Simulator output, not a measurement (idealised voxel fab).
process module | voxel air gaps
Shown is cross-section cut, with a width of 285 nm and square cells of size 5 nm.
Each cross-section below is a grid of square cells, stated as bands in top-down order, with one or more rows of cells making up each band.
This entry defines a band. It first specifies the height of the band's top and the height of its bottom in nm, and then specifies the band's materials from left to right, stating each material with its width in nm. The word "everywhere" identifies a single material that fills the band from edge to edge, while the word "air" identifies empty space.
We count height from 0. Below that, the starting wafer is all one material. The lowest band never ends at the bottom but goes on down; see "0 nm and below" for how that is written.
The two numbers in a width such as "30 to 40" mark its ends across the band: the first belongs to the top row of cells, the second to the bottom row, and from each row to the next the width moves by the same amount.
"nothing got changed" for a step: no cell of the cross-section changed in that step.
Empty spaces counting at least 8 cells and having no open way to the top are listed in "Closed cavity list". The notation width x height at distance is used for each, the distance being from the left edge and all three values in nm.
Past the settings on a step's line: simulator remark, on that step.
A step line may carry the setting "overlay nm", which, for steps involving a mask, states the distance by which the mask lay to the right of its intended position; negative values denote displacement to the left.
## Here's what the planned process steps look like
1. op RECEIVE | material Si
2. op CONFORMAL_DEP | material SiO2 | thk nm 15
3. op CONFORMAL_DEP | material SiN | thk nm 5
4. op DIRECTIONAL_DEP | material lowk | thk nm 30
5. op MASKED_ETCH | tone open | mask id LINES | width nm 20 | pitch nm 50 | etch materials lowk | depth nm 30 | overlay nm -15
6. op CONFORMAL_DEP | material TiN | thk nm 5
7. op FILL_DEP | material Cu | thk nm 10
8. op CMP | height nm 50
9. op EPI | material Ru | thk nm 10
10. op SELECTIVE_ETCH | etch materials lowk | depth nm 40
11. op CONFORMAL_DEP | material SiN | thk nm 5
Every wafer here starts from the same state; it is the step 5 overlay nm that distinguishes them, and the value the plan gives belongs to the first wafer.
## Cross-section of the first of several received wafers, showing its state after step 1
0 nm and below = Si everywhere
Closed cavity list: none
## The rows of the table below are wafers. Looking at the end of the module, a row counts, for every material, the cells the wafer has gained, shown as (+), or lost, shown as (-), since it was received; its closed voids come next
overlay nm -15, +40 Cu, +64 Ru, +210 SiN, +171 SiO2, +56 TiN, Closed cavity list: 20 x 20 at 65; 20 x 20 at 115; 20 x 20 at 165
overlay nm -10, +40 Cu, +64 Ru, +210 SiN, +171 SiO2, +56 TiN, Closed cavity list: 20 x 20 at 70; 20 x 20 at 120; 20 x 20 at 170
overlay nm -5, +40 Cu, +64 Ru, +210 SiN, +171 SiO2, +56 TiN, Closed cavity list: 20 x 20 at 75; 20 x 20 at 125; 20 x 20 at 175
overlay nm 0, +40 Cu, +64 Ru, +210 SiN, +171 SiO2, +56 TiN, Closed cavity list: 20 x 20 at 80; 20 x 20 at 130; 20 x 20 at 180
overlay nm 5, +40 Cu, +64 Ru, +210 SiN, +171 SiO2, +56 TiN, Closed cavity list: 20 x 20 at 85; 20 x 20 at 135; 20 x 20 at 185
overlay nm 10, +40 Cu, +64 Ru, +210 SiN, +171 SiO2, +56 TiN, Closed cavity list: 20 x 20 at 90; 20 x 20 at 140; 20 x 20 at 190
overlay nm 15, +40 Cu, +64 Ru, +210 SiN, +171 SiO2, +56 TiN, Closed cavity list: 20 x 20 at 95; 20 x 20 at 145; 20 x 20 at 195
